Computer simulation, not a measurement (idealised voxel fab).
Title: Process Module voxel capacitor over wiring
The cross-section on display is named cut; it measures 260 nm wide, and its cells are 5 nm squares.
Cross-section, as written here: a square-cell grid given band by band from the top down, where a band holds one or more rows of cells.
Top, bottom (nm), then materials left to right with widths (nm); lone material tagged "everywhere" fills the whole band edge to edge; "blank" = empty space.
Height 0 is the level under which the wafer as received is all one material. The lowest band goes on downwards, as in "from 0 down".
So if you see something like "30 to 40" for the width, read it as the top row of the band sitting at the first number and the bottom row at the second, with every row in between moving by the same amount as the last.
For the purposes of this document, the phrase "no modification" attached to a step denotes that no cell within the cross-section was modified by that step.
Each empty space that has no open way to the top and spans at least 8 cells appears under "Closed empty spaces" as width x height at distance, the distance counted from the left edge, all in nm.
Heads up: the bit after the settings on a step's line is the simulator's remark on that step.
overlay nm: for a step with a mask, the amount by which the mask lay right of where it was planned; a negative amount means left of it.
-- Here's what the planned process steps look like
| 1 | RECEIVE with material Si |
| 2 | CONFORMAL_DEP with material SiO2, thk nm 15 |
| 3 | DIRECTIONAL_DEP with material TiN, thk nm 5 |
| 4 | DIRECTIONAL_DEP with material Ru, thk nm 25 |
| 5 | PATTERN with tone cover, mask id METAL_1, material resist, width nm 25, pitch nm 95, thk nm 15, overlay nm 0 |
| 6 | DIRECTIONAL_ETCH with etch materials Ru, depth nm 25 |
| 7 | DIRECTIONAL_ETCH with etch materials TiN, depth nm 5 |
| 8 | STRIP with etch materials resist |
| 9 | FILL_DEP with material SiO2, thk nm 5 |
| 10 | CMP with height nm 45 |
| 11 | CONFORMAL_DEP with material SiCN, thk nm 5 |
| 12 | DIRECTIONAL_DEP with material SiO2, thk nm 10 |
| 13 | DIRECTIONAL_DEP with material aC, thk nm 10 |
| 14 | PATTERN with tone open, mask id PLUG_1, material resist, width nm 15, thk nm 25, overlay nm 0 |
| 15 | DIRECTIONAL_ETCH with etch materials aC, depth nm 10 |
| 16 | STRIP with etch materials resist |
| 17 | DIRECTIONAL_ETCH with etch materials SiO2, depth nm 10 |
| 18 | DIRECTIONAL_ETCH with etch materials SiCN, depth nm 5 |
| 19 | STRIP with etch materials aC |
| 20 | EPI with material Ru, thk nm 10 |
| 21 | EPI with material Ru, thk nm 5 |
| 22 | DIRECTIONAL_DEP with material TiN, thk nm 5 |
| 23 | DIRECTIONAL_DEP with material Al2O3, thk nm 5 |
| 24 | DIRECTIONAL_DEP with material TiN, thk nm 5 |
| 25 | MASKED_ETCH with tone cover, mask id UPPER_PLATE, width nm 75, etch materials TiN, depth nm 5, overlay nm 0 |
| 26 | MASKED_ETCH with tone cover, mask id UPPER_PLATE, width nm 75, etch materials Al2O3, depth nm 5, overlay nm 0 |
| 27 | DIRECTIONAL_DEP with material aC, thk nm 15 |
| 28 | PATTERN with tone cover, mask id LOWER_PLATE, material resist, width nm 85, thk nm 30, overlay nm 0 |
| 29 | DIRECTIONAL_ETCH with etch materials aC, depth nm 15 |
| 30 | STRIP with etch materials resist |
| 31 | DIRECTIONAL_ETCH with etch materials TiN, depth nm 5 |
| 32 | STRIP with etch materials aC |
| 33 | FILL_DEP with material SiO2, thk nm 15 |
| 34 | CMP with height nm 85 |
| 35 | MASKED_ETCH with tone open, mask id PLUG_2, width nm 15, etch materials SiO2, depth nm 10, overlay nm 0 |
| 36 | CONFORMAL_DEP with material TiN, thk nm 5 |
| 37 | FILL_DEP with material W, thk nm 5 |
| 38 | CMP with height nm 85 |
| 39 | CONFORMAL_DEP with material SiN, thk nm 5 |
-- As-received state of the wafer in cross-section, equivalent to post-step 1
    from 0 down: Si everywhere
    Closed empty spaces: none
-- As-planned run: cross-section of the first of two wafers at end of module
    from 90 to 85: SiN everywhere
    from 85 to 80: 90 nm SiO2 | 5 nm TiN | 5 nm W | 5 nm TiN | 155 nm SiO2
    from 80 to 70: 90 to 80 nm SiO2 | 15 to 75 nm TiN | 155 to 105 nm SiO2
    from 70 to 65: 80 nm SiO2 | 75 nm Al2O3 | 105 nm SiO2
    from 65 to 60: 75 nm SiO2 | 85 nm TiN | 100 nm SiO2
    from 60 to 50: 80 nm SiO2 | 15 nm Ru | 165 nm SiO2
    from 50 to 45: 80 nm SiCN | 15 nm Ru | 165 nm SiCN
    from 45 to 20: 70 nm SiO2 | 25 nm Ru | 70 nm SiO2 | 25 nm Ru | 70 nm SiO2
    from 20 to 15: 70 nm SiO2 | 25 nm TiN | 70 nm SiO2 | 25 nm TiN | 70 nm SiO2
    from 15 to 0: SiO2 everywhere
    from 0 down: Si everywhere
    Closed empty spaces: none
-- Cross-section of the latter of the two wafers at module completion. It had an identical start and an identical plan to the former; in running it, one mistake was made
    from 90 to 85: SiN everywhere
    from 85 to 80: 80 nm SiO2 | 25 nm TiN | 155 nm SiO2
    from 80 to 75: 80 nm SiO2 | 25 nm Al2O3 | 155 nm SiO2
    from 75 to 70: 75 nm SiO2 | 80 nm TiN | 105 nm SiO2
    from 70 to 65: 70 nm SiO2 | 35 nm Ru | 50 nm Al2O3 | 105 nm SiO2
    from 65 to 60: 70 nm SiO2 | 35 nm Ru | 55 nm TiN | 100 nm SiO2
    from 60 to 50: 80 nm SiO2 | 15 nm Ru | 165 nm SiO2
    from 50 to 45: 80 nm SiCN | 15 nm Ru | 165 nm SiCN
    from 45 to 20: 70 nm SiO2 | 25 nm Ru | 70 nm SiO2 | 25 nm Ru | 70 nm SiO2
    from 20 to 15: 70 nm SiO2 | 25 nm TiN | 70 nm SiO2 | 25 nm TiN | 70 nm SiO2
    from 15 to 0: SiO2 everywhere
    from 0 down: Si everywhere
    Closed empty spaces: none
What was done differently from what was planned? it should be noted that step 20 of the plan was executed twice
Count the cells at the end and the second wafer has more or fewer of some materials than the first: 14 more of Ru | 8 fewer of SiO2 | 5 fewer of TiN | 1 fewer of W
